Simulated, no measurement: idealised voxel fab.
process module | voxel trench capacitor
cross-section cut | 260 nm wide | cells 5 nm
A cross-section is a grid of square cells, given in bands from the top down. A band is one or more rows of cells.
Each band's line starts with the height of the band's top and of its bottom, in nm. Then come its materials from left to right, each with its width in nm. One material with "throughout" fills the band from edge to edge. "air" is empty space.
Height 0 is the level under which the wafer as received is all one material. The lowest band goes on downwards, as in "0 down".
A width such as "30 to 40" changes by the same amount from each row of cells to the next, from the band's top row to its bottom row.
"no change" after a step means that no cell of the cross-section changed.
closed voids: empty space of 8 cells or more with no open way to the top, each as width x height at its distance from the left edge, in nm
after a step's settings: what the simulator itself notes on the step
overlay nm, on a step with a mask: how far to the right of its planned place the mask lay; to the left if negative
plan
1 op RECEIVE | material Si
2 op CONFORMAL_DEP | material SiN | thk nm 10
3 op PATTERN | tone open | mask id TRENCH | material resist | width nm 25 | pitch nm 45 | thk nm 15 | overlay nm 0
4 op DIRECTIONAL_ETCH | etch materials SiN | depth nm 10
5 op DIRECTIONAL_ETCH | etch materials Si | depth nm 40
6 op STRIP | etch materials resist
7 op CONFORMAL_DEP | material Al2O3 | thk nm 5
8 op CONFORMAL_DEP | material TiN | thk nm 5
9 op FILL_DEP | material W | thk nm 5
10 op CMP | height nm 10
first wafer, as planned
as received, after step 1
  0 down: Si throughout
  closed voids: none
after step 2
  10 to 0: SiN throughout
  below 0: unchanged
after step 3
  25 to 10: resist 50 | air 25 | resist 20 | air 25 | resist 20 | air 25 | resist 20 | air 25 | resist 50
  below 10: unchanged
after step 4
  25 to 10: resist 50 | air 25 | resist 20 | air 25 | resist 20 | air 25 | resist 20 | air 25 | resist 50
  10 to 0: SiN 50 | air 25 | SiN 20 | air 25 | SiN 20 | air 25 | SiN 20 | air 25 | SiN 50
  below 0: unchanged
after step 5
  25 to 10: resist 50 | air 25 | resist 20 | air 25 | resist 20 | air 25 | resist 20 | air 25 | resist 50
  10 to 0: SiN 50 | air 25 | SiN 20 | air 25 | SiN 20 | air 25 | SiN 20 | air 25 | SiN 50
  0 to -40: Si 50 | air 25 | Si 20 | air 25 | Si 20 | air 25 | Si 20 | air 25 | Si 50
  below -40: unchanged
after step 6
  10 to 0: SiN 50 | air 25 | SiN 20 | air 25 | SiN 20 | air 25 | SiN 20 | air 25 | SiN 50
  below 0: unchanged
after step 7
  15 to 10: Al2O3 55 | air 15 | Al2O3 30 | air 15 | Al2O3 30 | air 15 | Al2O3 30 | air 15 | Al2O3 55
  10 to 0: SiN 50 | Al2O3 5 | air 15 | Al2O3 5 | SiN 20 | Al2O3 5 | air 15 | Al2O3 5 | SiN 20 | Al2O3 5 | air 15 | Al2O3 5 | SiN 20 | Al2O3 5 | air 15 | Al2O3 5 | SiN 50
  0 to -35: Si 50 | Al2O3 5 | air 15 | Al2O3 5 | Si 20 | Al2O3 5 | air 15 | Al2O3 5 | Si 20 | Al2O3 5 | air 15 | Al2O3 5 | Si 20 | Al2O3 5 | air 15 | Al2O3 5 | Si 50
  -35 to -40: Si 50 | Al2O3 25 | Si 20 | Al2O3 25 | Si 20 | Al2O3 25 | Si 20 | Al2O3 25 | Si 50
  below -40: unchanged
after step 8
  20 to 15: TiN 60 | air 5 | TiN 40 | air 5 | TiN 40 | air 5 | TiN 40 | air 5 | TiN 60
  15 to 10: Al2O3 55 | TiN 5 | air 5 | TiN 5 | Al2O3 30 | TiN 5 | air 5 | TiN 5 | Al2O3 30 | TiN 5 | air 5 | TiN 5 | Al2O3 30 | TiN 5 | air 5 | TiN 5 | Al2O3 55
  10 to 0: SiN 50 | Al2O3 5 | TiN 5 | air 5 | TiN 5 | Al2O3 5 | SiN 20 | Al2O3 5 | TiN 5 | air 5 | TiN 5 | Al2O3 5 | SiN 20 | Al2O3 5 | TiN 5 | air 5 | TiN 5 | Al2O3 5 | SiN 20 | Al2O3 5 | TiN 5 | air 5 | TiN 5 | Al2O3 5 | SiN 50
  0 to -30: Si 50 | Al2O3 5 | TiN 5 | air 5 | TiN 5 | Al2O3 5 | Si 20 | Al2O3 5 | TiN 5 | air 5 | TiN 5 | Al2O3 5 | Si 20 | Al2O3 5 | TiN 5 | air 5 | TiN 5 | Al2O3 5 | Si 20 | Al2O3 5 | TiN 5 | air 5 | TiN 5 | Al2O3 5 | Si 50
  -30 to -35: Si 50 | Al2O3 5 | TiN 15 | Al2O3 5 | Si 20 | Al2O3 5 | TiN 15 | Al2O3 5 | Si 20 | Al2O3 5 | TiN 15 | Al2O3 5 | Si 20 | Al2O3 5 | TiN 15 | Al2O3 5 | Si 50
  below -35: unchanged
after step 9
  25 to 20: W throughout
  20 to 15: TiN 60 | W 5 | TiN 40 | W 5 | TiN 40 | W 5 | TiN 40 | W 5 | TiN 60
  15 to 10: Al2O3 55 | TiN 5 | W 5 | TiN 5 | Al2O3 30 | TiN 5 | W 5 | TiN 5 | Al2O3 30 | TiN 5 | W 5 | TiN 5 | Al2O3 30 | TiN 5 | W 5 | TiN 5 | Al2O3 55
  10 to 0: SiN 50 | Al2O3 5 | TiN 5 | W 5 | TiN 5 | Al2O3 5 | SiN 20 | Al2O3 5 | TiN 5 | W 5 | TiN 5 | Al2O3 5 | SiN 20 | Al2O3 5 | TiN 5 | W 5 | TiN 5 | Al2O3 5 | SiN 20 | Al2O3 5 | TiN 5 | W 5 | TiN 5 | Al2O3 5 | SiN 50
  0 to -30: Si 50 | Al2O3 5 | TiN 5 | W 5 | TiN 5 | Al2O3 5 | Si 20 | Al2O3 5 | TiN 5 | W 5 | TiN 5 | Al2O3 5 | Si 20 | Al2O3 5 | TiN 5 | W 5 | TiN 5 | Al2O3 5 | Si 20 | Al2O3 5 | TiN 5 | W 5 | TiN 5 | Al2O3 5 | Si 50
  below -30: unchanged
after step 10
  10 to 0: SiN 50 | Al2O3 5 | TiN 5 | W 5 | TiN 5 | Al2O3 5 | SiN 20 | Al2O3 5 | TiN 5 | W 5 | TiN 5 | Al2O3 5 | SiN 20 | Al2O3 5 | TiN 5 | W 5 | TiN 5 | Al2O3 5 | SiN 20 | Al2O3 5 | TiN 5 | W 5 | TiN 5 | Al2O3 5 | SiN 50
  below 0: unchanged
second wafer: like start, like plan, one mistake. Through step 2 it matches the first wafer
when step 3 should have ended
  25 to 10: resist 45 | air 25 | resist 20 | air 25 | resist 20 | air 25 | resist 20 | air 25 | resist 55
  below 10: unchanged
when step 4 should have ended
  25 to 10: resist 45 | air 25 | resist 20 | air 25 | resist 20 | air 25 | resist 20 | air 25 | resist 55
  10 to 0: SiN 45 | air 25 | SiN 20 | air 25 | SiN 20 | air 25 | SiN 20 | air 25 | SiN 55
  below 0: unchanged
when step 5 should have ended
  25 to 10: resist 45 | air 25 | resist 20 | air 25 | resist 20 | air 25 | resist 20 | air 25 | resist 55
  10 to 0: SiN 45 | air 25 | SiN 20 | air 25 | SiN 20 | air 25 | SiN 20 | air 25 | SiN 55
  0 to -40: Si 45 | air 25 | Si 20 | air 25 | Si 20 | air 25 | Si 20 | air 25 | Si 55
  below -40: unchanged
when step 6 should have ended
  10 to 0: SiN 45 | air 25 | SiN 20 | air 25 | SiN 20 | air 25 | SiN 20 | air 25 | SiN 55
  below 0: unchanged
when step 7 should have ended
  15 to 10: Al2O3 50 | air 15 | Al2O3 30 | air 15 | Al2O3 30 | air 15 | Al2O3 30 | air 15 | Al2O3 60
  10 to 0: SiN 45 | Al2O3 5 | air 15 | Al2O3 5 | SiN 20 | Al2O3 5 | air 15 | Al2O3 5 | SiN 20 | Al2O3 5 | air 15 | Al2O3 5 | SiN 20 | Al2O3 5 | air 15 | Al2O3 5 | SiN 55
  0 to -35: Si 45 | Al2O3 5 | air 15 | Al2O3 5 | Si 20 | Al2O3 5 | air 15 | Al2O3 5 | Si 20 | Al2O3 5 | air 15 | Al2O3 5 | Si 20 | Al2O3 5 | air 15 | Al2O3 5 | Si 55
  -35 to -40: Si 45 | Al2O3 25 | Si 20 | Al2O3 25 | Si 20 | Al2O3 25 | Si 20 | Al2O3 25 | Si 55
  below -40: unchanged
when step 8 should have ended
  20 to 15: TiN 55 | air 5 | TiN 40 | air 5 | TiN 40 | air 5 | TiN 40 | air 5 | TiN 65
  15 to 10: Al2O3 50 | TiN 5 | air 5 | TiN 5 | Al2O3 30 | TiN 5 | air 5 | TiN 5 | Al2O3 30 | TiN 5 | air 5 | TiN 5 | Al2O3 30 | TiN 5 | air 5 | TiN 5 | Al2O3 60
  10 to 0: SiN 45 | Al2O3 5 | TiN 5 | air 5 | TiN 5 | Al2O3 5 | SiN 20 | Al2O3 5 | TiN 5 | air 5 | TiN 5 | Al2O3 5 | SiN 20 | Al2O3 5 | TiN 5 | air 5 | TiN 5 | Al2O3 5 | SiN 20 | Al2O3 5 | TiN 5 | air 5 | TiN 5 | Al2O3 5 | SiN 55
  0 to -30: Si 45 | Al2O3 5 | TiN 5 | air 5 | TiN 5 | Al2O3 5 | Si 20 | Al2O3 5 | TiN 5 | air 5 | TiN 5 | Al2O3 5 | Si 20 | Al2O3 5 | TiN 5 | air 5 | TiN 5 | Al2O3 5 | Si 20 | Al2O3 5 | TiN 5 | air 5 | TiN 5 | Al2O3 5 | Si 55
  -30 to -35: Si 45 | Al2O3 5 | TiN 15 | Al2O3 5 | Si 20 | Al2O3 5 | TiN 15 | Al2O3 5 | Si 20 | Al2O3 5 | TiN 15 | Al2O3 5 | Si 20 | Al2O3 5 | TiN 15 | Al2O3 5 | Si 55
  below -35: unchanged
when step 9 should have ended
  25 to 20: W throughout
  20 to 15: TiN 55 | W 5 | TiN 40 | W 5 | TiN 40 | W 5 | TiN 40 | W 5 | TiN 65
  15 to 10: Al2O3 50 | TiN 5 | W 5 | TiN 5 | Al2O3 30 | TiN 5 | W 5 | TiN 5 | Al2O3 30 | TiN 5 | W 5 | TiN 5 | Al2O3 30 | TiN 5 | W 5 | TiN 5 | Al2O3 60
  10 to 0: SiN 45 | Al2O3 5 | TiN 5 | W 5 | TiN 5 | Al2O3 5 | SiN 20 | Al2O3 5 | TiN 5 | W 5 | TiN 5 | Al2O3 5 | SiN 20 | Al2O3 5 | TiN 5 | W 5 | TiN 5 | Al2O3 5 | SiN 20 | Al2O3 5 | TiN 5 | W 5 | TiN 5 | Al2O3 5 | SiN 55
  0 to -30: Si 45 | Al2O3 5 | TiN 5 | W 5 | TiN 5 | Al2O3 5 | Si 20 | Al2O3 5 | TiN 5 | W 5 | TiN 5 | Al2O3 5 | Si 20 | Al2O3 5 | TiN 5 | W 5 | TiN 5 | Al2O3 5 | Si 20 | Al2O3 5 | TiN 5 | W 5 | TiN 5 | Al2O3 5 | Si 55
  below -30: unchanged
when step 10 should have ended
  10 to 0: SiN 45 | Al2O3 5 | TiN 5 | W 5 | TiN 5 | Al2O3 5 | SiN 20 | Al2O3 5 | TiN 5 | W 5 | TiN 5 | Al2O3 5 | SiN 20 | Al2O3 5 | TiN 5 | W 5 | TiN 5 | Al2O3 5 | SiN 20 | Al2O3 5 | TiN 5 | W 5 | TiN 5 | Al2O3 5 | SiN 55
  below 0: unchanged
what went wrong: step 3 ran as: op PATTERN | tone open | mask id TRENCH | material resist | width nm 25 | pitch nm 45 | thk nm 15 | overlay nm -5
at the end the second wafer has, in cells: as many of each material as the first, in other places
